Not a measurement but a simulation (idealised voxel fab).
Presented below is a process module, voxel fin reveal.
FYI the section here is cut, 155 nm wide, cells are 5 nm squares.
Cross-section layout: square cells on a grid; listed as bands, top to bottom; a band spans one or more cell rows.
Top height, bottom height, nm. Materials left to right, width each, nm. Single material + "edge to edge" = fills band edge to edge. "blank" = empty.
Beneath 0, the wafer as received is one material, and that level is where height counting begins. The lowest band goes on downward without a bottom; it is written like "top 0, no bottom".
A width such as "30 to 40" changes by the same amount from each row of cells to the next, from the band's top row to its bottom row.
Basically "identical to before" means that step didn't change any cell in the cross-section.
Any empty space of 8 cells or more lacking an open way to the top shows up in "Sealed internal cavities" as width x height at distance, distance from the left edge, in nm.
Heads up: the bit after the settings on a step's line is the simulator's remark on that step.
overlay nm: mask offset rightward from planned place, masked step; negative means leftward offset.
Pairs ahead. Before: cross-section ahead of one process step. After: cross-section once the step is done, shown to the lowest changed band only. Under each pair: that step, with settings. Caution: pairs may come from different runs of this module on the same starting wafer; a pair follows the pair above only where its "Preceding state" entry says so.
PRECEDING STATE
* top 0, no bottom | Si edge to edge
* Sealed internal cavities: none
POST-PROCESS SECTION
* top 10, bottom 0 | SiN edge to edge
* Below 0 it's all the same as before, nothing changed down there.
* Sealed internal cavities: none
The step occurring between the two cross-sections depicted above is identified as op CONFORMAL_DEP | material SiN | thk nm 10
Preceding state: the pre-step structure is the one depicted after the step in the pair just above.
POST-PROCESS SECTION
* top 10, bottom 0 | blank 35; SiN 15; blank 20; SiN 15; blank 20; SiN 15; blank 35
* Below 0 it's all the same as before, nothing changed down there.
* Sealed internal cavities: none
The step occurring between the two cross-sections depicted above is identified as op MASKED_ETCH | tone cover | mask id FINS | width nm 15 | pitch nm 35 | etch materials SiN | depth nm 10 | overlay nm 0
Preceding state: the pre-step structure is the one depicted after the step in the pair just above.
POST-PROCESS SECTION
* top 10, bottom 0 | blank 35; SiN 15; blank 20; SiN 15; blank 20; SiN 15; blank 35
* top 0, bottom -30 | blank 35; Si 15; blank 20; Si 15; blank 20; Si 15; blank 35
* Below -30 it's all the same as before, nothing changed down there.
* Sealed internal cavities: none
The step occurring between the two cross-sections depicted above is identified as op MASKED_ETCH | tone cover | mask id FINS | width nm 15 | pitch nm 35 | etch materials Si | depth nm 30 | overlay nm 0
Preceding state: the pre-step structure is the one depicted after the step in the pair just above.
POST-PROCESS SECTION
* top 10, bottom 0 | blank 35; SiN 15; blank 20; SiN 15; blank 20; SiN 15; blank 35
* top 0, bottom -30 | blank 35; SiO2 5; Si 5; SiO2 5; blank 20; SiO2 5; Si 5; SiO2 5; blank 20; SiO2 5; Si 5; SiO2 5; blank 35
* top -30, bottom -35 | SiO2 40; Si 5; SiO2 30; Si 5; SiO2 30; Si 5; SiO2 40
* Below -35 it's all the same as before, nothing changed down there.
* Sealed internal cavities: none
The step occurring between the two cross-sections depicted above is identified as op OXIDIZE | depth nm 5
Preceding state: the pre-step structure is the one depicted after the step in the pair just above.
POST-PROCESS SECTION
* top 25, bottom 10 | SiO2 edge to edge
* top 10, bottom 0 | SiO2 35; SiN 15; SiO2 20; SiN 15; SiO2 20; SiN 15; SiO2 35
* top 0, bottom -35 | SiO2 40; Si 5; SiO2 30; Si 5; SiO2 30; Si 5; SiO2 40
* Below -35 it's all the same as before, nothing changed down there.
* Sealed internal cavities: none
The step occurring between the two cross-sections depicted above is identified as op FILL_DEP | material SiO2 | thk nm 15
Preceding state: the pre-step structure is the one depicted after the step in the pair just above.
POST-PROCESS SECTION
* top 10, bottom 0 | SiO2 35; SiN 15; SiO2 20; SiN 15; SiO2 20; SiN 15; SiO2 35
* Below 0 it's all the same as before, nothing changed down there.
* Sealed internal cavities: none
The step occurring between the two cross-sections depicted above is identified as op CMP | height nm 10
Preceding state: the pre-step structure is the one depicted after the step in the pair just above.
POST-PROCESS SECTION
* top 10, bottom 0 | blank 35; SiN 15; blank 20; SiN 15; blank 20; SiN 15; blank 35
* top 0, bottom -15 | blank 40; Si 5; blank 30; Si 5; blank 30; Si 5; blank 40
* Below -15 it's all the same as before, nothing changed down there.
* Sealed internal cavities: none
The step occurring between the two cross-sections depicted above is identified as op SELECTIVE_ETCH | etch materials SiO2 | depth nm 25
Preceding state: the pre-step structure is the one depicted after the step in the pair just above.
POST-PROCESS SECTION
* top 0, bottom -15 | blank 40; Si 5; blank 30; Si 5; blank 30; Si 5; blank 40
* Below -15 it's all the same as before, nothing changed down there.
* Sealed internal cavities: none
The step occurring between the two cross-sections depicted above is identified as op STRIP | etch materials SiN
PRECEDING STATE
* top 10, bottom 0 | blank 35; SiN 15; blank 20; SiN 15; blank 20; SiN 15; blank 35
* top 0, bottom -15 | blank 40; Si 5; blank 30; Si 5; blank 30; Si 5; blank 40
* top -15, bottom -35 | SiO2 40; Si 5; SiO2 30; Si 5; SiO2 30; Si 5; SiO2 40
* top -35, no bottom | Si edge to edge
* Sealed internal cavities: none
POST-PROCESS SECTION
* top 10, bottom 0 | blank 35; SiN 15; blank 20; SiN 15; blank 20; SiN 15; blank 35
* top 0, bottom -35 | blank 40; Si 5; blank 30; Si 5; blank 30; Si 5; blank 40
* Below -35 it's all the same as before, nothing changed down there.
* Sealed internal cavities: none
The step occurring between the two cross-sections depicted above is identified as op SELECTIVE_ETCH | etch materials SiO2 | depth nm 25
Preceding state: the pre-step structure is the one depicted after the step in the pair just above.
POST-PROCESS SECTION
* top 0, bottom -35 | blank 40; Si 5; blank 30; Si 5; blank 30; Si 5; blank 40
* Below -35 it's all the same as before, nothing changed down there.
* Sealed internal cavities: none
The step occurring between the two cross-sections depicted above is identified as op STRIP | etch materials SiN
PRECEDING STATE
* top 10, bottom 0 | SiO2 35; SiN 15; SiO2 20; SiN 15; SiO2 20; SiN 15; SiO2 35
* top 0, bottom -35 | SiO2 40; Si 5; SiO2 30; Si 5; SiO2 30; Si 5; SiO2 40
* top -35, no bottom | Si edge to edge
* Sealed internal cavities: none
POST-PROCESS SECTION
* top 10, bottom 0 | SiO2 35; blank 15; SiO2 20; blank 15; SiO2 20; blank 15; SiO2 35
* Below 0 it's all the same as before, nothing changed down there.
* Sealed internal cavities: none
The step occurring between the two cross-sections depicted above is identified as op STRIP | etch materials SiN
Preceding state: the pre-step structure is the one depicted after the step in the pair just above.
POST-PROCESS SECTION
* top 0, bottom -15 | blank 40; Si 5; blank 30; Si 5; blank 30; Si 5; blank 40
* top -15, bottom -25 | SiO2 10; blank 30; Si 5; blank 30; Si 5; blank 30; Si 5; blank 30; SiO2 10
* Below -25 it's all the same as before, nothing changed down there.
* Sealed internal cavities: none
The step occurring between the two cross-sections depicted above is identified as op SELECTIVE_ETCH | etch materials SiO2 | depth nm 25
PRECEDING STATE
* top 10, bottom 0 | blank 35; SiN 15; blank 20; SiN 15; blank 20; SiN 15; blank 35
* top 0, no bottom | Si edge to edge
* Sealed internal cavities: none
POST-PROCESS SECTION
* top 10, bottom 0 | blank 35; SiN 15; blank 20; SiN 15; blank 20; SiN 15; blank 35
* top 0, bottom -20 | blank 35; Si 15; blank 20; Si 15; blank 20; Si 15; blank 35
* Below -20 it's all the same as before, nothing changed down there.
* Sealed internal cavities: none
The step occurring between the two cross-sections depicted above is identified as op MASKED_ETCH | tone cover | mask id FINS | width nm 15 | pitch nm 35 | etch materials Si | depth nm 20 | overlay nm 0
Preceding state: the pre-step structure is the one depicted after the step in the pair just above.
POST-PROCESS SECTION
* top 10, bottom 0 | blank 35; SiN 15; blank 20; SiN 15; blank 20; SiN 15; blank 35
* top 0, bottom -20 | blank 35; SiO2 5; Si 5; SiO2 5; blank 20; SiO2 5; Si 5; SiO2 5; blank 20; SiO2 5; Si 5; SiO2 5; blank 35
* top -20, bottom -25 | SiO2 40; Si 5; SiO2 30; Si 5; SiO2 30; Si 5; SiO2 40
* Below -25 it's all the same as before, nothing changed down there.
* Sealed internal cavities: none
The step occurring between the two cross-sections depicted above is identified as op OXIDIZE | depth nm 5
Preceding state: the pre-step structure is the one depicted after the step in the pair just above.
POST-PROCESS SECTION
* top 25, bottom 10 | SiO2 edge to edge
* top 10, bottom 0 | SiO2 35; SiN 15; SiO2 20; SiN 15; SiO2 20; SiN 15; SiO2 35
* top 0, bottom -25 | SiO2 40; Si 5; SiO2 30; Si 5; SiO2 30; Si 5; SiO2 40
* Below -25 it's all the same as before, nothing changed down there.
* Sealed internal cavities: none
The step occurring between the two cross-sections depicted above is identified as op FILL_DEP | material SiO2 | thk nm 15
Preceding state: the pre-step structure is the one depicted after the step in the pair just above.
POST-PROCESS SECTION
* top 10, bottom 0 | SiO2 35; SiN 15; SiO2 20; SiN 15; SiO2 20; SiN 15; SiO2 35
* Below 0 it's all the same as before, nothing changed down there.
* Sealed internal cavities: none
The step occurring between the two cross-sections depicted above is identified as op CMP | height nm 10
Preceding state: the pre-step structure is the one depicted after the step in the pair just above.
POST-PROCESS SECTION
* top 10, bottom 0 | blank 35; SiN 15; blank 20; SiN 15; blank 20; SiN 15; blank 35
* top 0, bottom -15 | blank 40; Si 5; blank 30; Si 5; blank 30; Si 5; blank 40
* Below -15 it's all the same as before, nothing changed down there.
* Sealed internal cavities: none
The step occurring between the two cross-sections depicted above is identified as op SELECTIVE_ETCH | etch materials SiO2 | depth nm 25
Preceding state: the pre-step structure is the one depicted after the step in the pair just above.
POST-PROCESS SECTION
* top 0, bottom -15 | blank 40; Si 5; blank 30; Si 5; blank 30; Si 5; blank 40
* Below -15 it's all the same as before, nothing changed down there.
* Sealed internal cavities: none
The step occurring between the two cross-sections depicted above is identified as op STRIP | etch materials SiN
PRECEDING STATE
* top 10, bottom 0 | SiN edge to edge
* top 0, no bottom | Si edge to edge
* Sealed internal cavities: none
POST-PROCESS SECTION
* top 10, bottom 0 | blank 35; SiN 20; blank 15; SiN 20; blank 15; SiN 20; blank 30
* Below 0 it's all the same as before, nothing changed down there.
* Sealed internal cavities: none
The step occurring between the two cross-sections depicted above is identified as op MASKED_ETCH | tone cover | mask id FINS | width nm 20 | pitch nm 35 | etch materials SiN | depth nm 10 | overlay nm 0
Preceding state: the pre-step structure is the one depicted after the step in the pair just above.
POST-PROCESS SECTION
* top 10, bottom 0 | blank 35; SiN 20; blank 15; SiN 20; blank 15; SiN 20; blank 30
* top 0, bottom -30 | blank 35; Si 20; blank 15; Si 20; blank 15; Si 20; blank 30
* Below -30 it's all the same as before, nothing changed down there.
* Sealed internal cavities: none
The step occurring between the two cross-sections depicted above is identified as op MASKED_ETCH | tone cover | mask id FINS | width nm 15 | pitch nm 35 | etch materials Si | depth nm 30 | overlay nm 0
Preceding state: the pre-step structure is the one depicted after the step in the pair just above.
POST-PROCESS SECTION
* top 10, bottom 0 | blank 35; SiN 20; blank 15; SiN 20; blank 15; SiN 20; blank 30
* top 0, bottom -30 | blank 35; SiO2 5; Si 10; SiO2 5; blank 15; SiO2 5; Si 10; SiO2 5; blank 15; SiO2 5; Si 10; SiO2 5; blank 30
* top -30, bottom -35 | SiO2 40; Si 10; SiO2 25; Si 10; SiO2 25; Si 10; SiO2 35
* Below -35 it's all the same as before, nothing changed down there.
* Sealed internal cavities: none
The step occurring between the two cross-sections depicted above is identified as op OXIDIZE | depth nm 5
Preceding state: the pre-step structure is the one depicted after the step in the pair just above.
POST-PROCESS SECTION
* top 25, bottom 10 | SiO2 edge to edge
* top 10, bottom 0 | SiO2 35; SiN 20; SiO2 15; SiN 20; SiO2 15; SiN 20; SiO2 30
* top 0, bottom -35 | SiO2 40; Si 10; SiO2 25; Si 10; SiO2 25; Si 10; SiO2 35
* Below -35 it's all the same as before, nothing changed down there.
* Sealed internal cavities: none
The step occurring between the two cross-sections depicted above is identified as op FILL_DEP | material SiO2 | thk nm 15
Preceding state: the pre-step structure is the one depicted after the step in the pair just above.
POST-PROCESS SECTION
* top 10, bottom 0 | SiO2 35; SiN 20; SiO2 15; SiN 20; SiO2 15; SiN 20; SiO2 30
* Below 0 it's all the same as before, nothing changed down there.
* Sealed internal cavities: none
The step occurring between the two cross-sections depicted above is identified as op CMP | height nm 10
Preceding state: the pre-step structure is the one depicted after the step in the pair just above.
POST-PROCESS SECTION
* top 10, bottom 0 | blank 35; SiN 20; blank 15; SiN 20; blank 15; SiN 20; blank 30
* top 0, bottom -15 | blank 40; Si 10; blank 25; Si 10; blank 25; Si 10; blank 35
* Below -15 it's all the same as before, nothing changed down there.
* Sealed internal cavities: none
The step occurring between the two cross-sections depicted above is identified as op SELECTIVE_ETCH | etch materials SiO2 | depth nm 25
Preceding state: the pre-step structure is the one depicted after the step in the pair just above.
POST-PROCESS SECTION
* top 0, bottom -15 | blank 40; Si 10; blank 25; Si 10; blank 25; Si 10; blank 35
* Below -15 it's all the same as before, nothing changed down there.
* Sealed internal cavities: none
The step occurring between the two cross-sections depicted above is identified as op STRIP | etch materials SiN
PRECEDING STATE
* top 10, bottom 0 | blank 35; SiN 15; blank 20; SiN 15; blank 20; SiN 15; blank 35
* top 0, no bottom | Si edge to edge
* Sealed internal cavities: none
POST-PROCESS SECTION
* top 10, bottom 0 | blank 35; SiN 15; blank 20; SiN 15; blank 20; SiN 15; blank 35
* top 0, bottom -30 | blank 35; Si 25; blank 10; Si 25; blank 10; Si 25; blank 25
* Below -30 it's all the same as before, nothing changed down there.
* Sealed internal cavities: none
The step occurring between the two cross-sections depicted above is identified as op MASKED_ETCH | tone cover | mask id FINS | width nm 15 | pitch nm 35 | etch materials Si | depth nm 30 | overlay nm 10
Preceding state: the pre-step structure is the one depicted after the step in the pair just above.
POST-PROCESS SECTION
* top 10, bottom 0 | blank 35; SiN 15; blank 20; SiN 15; blank 20; SiN 15; blank 35
* top 0, bottom -5 | blank 35; SiO2 5; Si 5; SiO2 15; blank 10; SiO2 5; Si 5; SiO2 15; blank 10; SiO2 5; Si 5; SiO2 15; blank 25
* top -5, bottom -30 | blank 35; SiO2 5; Si 15; SiO2 5; blank 10; SiO2 5; Si 15; SiO2 5; blank 10; SiO2 5; Si 15; SiO2 5; blank 25
* top -30, bottom -35 | SiO2 40; Si 15; SiO2 20; Si 15; SiO2 20; Si 15; SiO2 30
* Below -35 it's all the same as before, nothing changed down there.
* Sealed internal cavities: none
The step occurring between the two cross-sections depicted above is identified as op OXIDIZE | depth nm 5
Preceding state: the pre-step structure is the one depicted after the step in the pair just above.
POST-PROCESS SECTION
* top 25, bottom 10 | SiO2 edge to edge
* top 10, bottom 0 | SiO2 35; SiN 15; SiO2 20; SiN 15; SiO2 20; SiN 15; SiO2 35
* top 0, bottom -5 | SiO2 40; Si 5; SiO2 30; Si 5; SiO2 30; Si 5; SiO2 40
* top -5, bottom -35 | SiO2 40; Si 15; SiO2 20; Si 15; SiO2 20; Si 15; SiO2 30
* Below -35 it's all the same as before, nothing changed down there.
* Sealed internal cavities: none
The step occurring between the two cross-sections depicted above is identified as op FILL_DEP | material SiO2 | thk nm 15
Preceding state: the pre-step structure is the one depicted after the step in the pair just above.
POST-PROCESS SECTION
* top 10, bottom 0 | SiO2 35; SiN 15; SiO2 20; SiN 15; SiO2 20; SiN 15; SiO2 35
* Below 0 it's all the same as before, nothing changed down there.
* Sealed internal cavities: none
The step occurring between the two cross-sections depicted above is identified as op CMP | height nm 10
Preceding state: the pre-step structure is the one depicted after the step in the pair just above.
POST-PROCESS SECTION
* top 10, bottom 0 | blank 35; SiN 15; blank 20; SiN 15; blank 20; SiN 15; blank 35
* top 0, bottom -5 | blank 40; Si 5; blank 30; Si 5; blank 30; Si 5; blank 40
* top -5, bottom -15 | blank 40; Si 15; blank 20; Si 15; blank 20; Si 15; blank 30
* Below -15 it's all the same as before, nothing changed down there.
* Sealed internal cavities: none
The step occurring between the two cross-sections depicted above is identified as op SELECTIVE_ETCH | etch materials SiO2 | depth nm 25
Preceding state: the pre-step structure is the one depicted after the step in the pair just above.
POST-PROCESS SECTION
* top 0, bottom -5 | blank 40; Si 5; blank 30; Si 5; blank 30; Si 5; blank 40
* Below -5 it's all the same as before, nothing changed down there.
* Sealed internal cavities: none
The step occurring between the two cross-sections depicted above is identified as op STRIP | etch materials SiN
PRECEDING STATE
* top 10, bottom 0 | blank 35; SiN 15; blank 20; SiN 15; blank 20; SiN 15; blank 35
* top 0, bottom -15 | blank 40; Si 5; blank 30; Si 5; blank 30; Si 5; blank 40
* top -15, bottom -35 | SiO2 40; Si 5; SiO2 30; Si 5; SiO2 30; Si 5; SiO2 40
* top -35, no bottom | Si edge to edge
* Sealed internal cavities: none
POST-PROCESS SECTION
* top 10, bottom 0 | blank 35; SiN 15; blank 20; SiN 15; blank 20; SiN 15; blank 35
* top 0, bottom -35 | blank 40; Si 5; blank 30; Si 5; blank 30; Si 5; blank 40
* Below -35 it's all the same as before, nothing changed down there.
* Sealed internal cavities: none
The step occurring between the two cross-sections depicted above is identified as op STRIP | etch materials SiO2
PRECEDING STATE
* top 10, bottom 0 | SiN edge to edge
* top 0, no bottom | Si edge to edge
* Sealed internal cavities: none
POST-PROCESS SECTION
* top 10, bottom 0 | SiN 35; blank 15; SiN 20; blank 15; SiN 20; blank 15; SiN 35
* Below 0 it's all the same as before, nothing changed down there.
* Sealed internal cavities: none
The step occurring between the two cross-sections depicted above is identified as op MASKED_ETCH | tone open | mask id FINS | width nm 15 | pitch nm 35 | etch materials SiN | depth nm 10 | overlay nm 0
Preceding state: the pre-step structure is the one depicted after the step in the pair just above.
POST-PROCESS SECTION
* top 10, bottom 0 | SiN 35; blank 15; SiN 20; blank 15; SiN 20; blank 15; SiN 35
* top 0, bottom -5 | Si 30; SiO2 25; Si 10; SiO2 25; Si 10; SiO2 25; Si 30
* Below -5 it's all the same as before, nothing changed down there.
* Sealed internal cavities: none
The step occurring between the two cross-sections depicted above is identified as op OXIDIZE | depth nm 5
Preceding state: the pre-step structure is the one depicted after the step in the pair just above.
POST-PROCESS SECTION
* top 25, bottom 10 | SiO2 edge to edge
* top 10, bottom 0 | SiN 35; SiO2 15; SiN 20; SiO2 15; SiN 20; SiO2 15; SiN 35
* Below 0 it's all the same as before, nothing changed down there.
* Sealed internal cavities: none
The step occurring between the two cross-sections depicted above is identified as op FILL_DEP | material SiO2 | thk nm 15
Preceding state: the pre-step structure is the one depicted after the step in the pair just above.
POST-PROCESS SECTION
* top 10, bottom 0 | SiN 35; SiO2 15; SiN 20; SiO2 15; SiN 20; SiO2 15; SiN 35
* Below 0 it's all the same as before, nothing changed down there.
* Sealed internal cavities: none
The step occurring between the two cross-sections depicted above is identified as op CMP | height nm 10
Preceding state: the pre-step structure is the one depicted after the step in the pair just above.
POST-PROCESS SECTION
* top 10, bottom 0 | SiN 35; blank 15; SiN 20; blank 15; SiN 20; blank 15; SiN 35
* top 0, bottom -5 | Si 30; blank 25; Si 10; blank 25; Si 10; blank 25; Si 30
* Below -5 it's all the same as before, nothing changed down there.
* Sealed internal cavities: none
The step occurring between the two cross-sections depicted above is identified as op SELECTIVE_ETCH | etch materials SiO2 | depth nm 25
Preceding state: the pre-step structure is the one depicted after the step in the pair just above.
POST-PROCESS SECTION
* top 0, bottom -5 | Si 30; blank 25; Si 10; blank 25; Si 10; blank 25; Si 30
* Below -5 it's all the same as before, nothing changed down there.
* Sealed internal cavities: none
The step occurring between the two cross-sections depicted above is identified as op STRIP | etch materials SiN
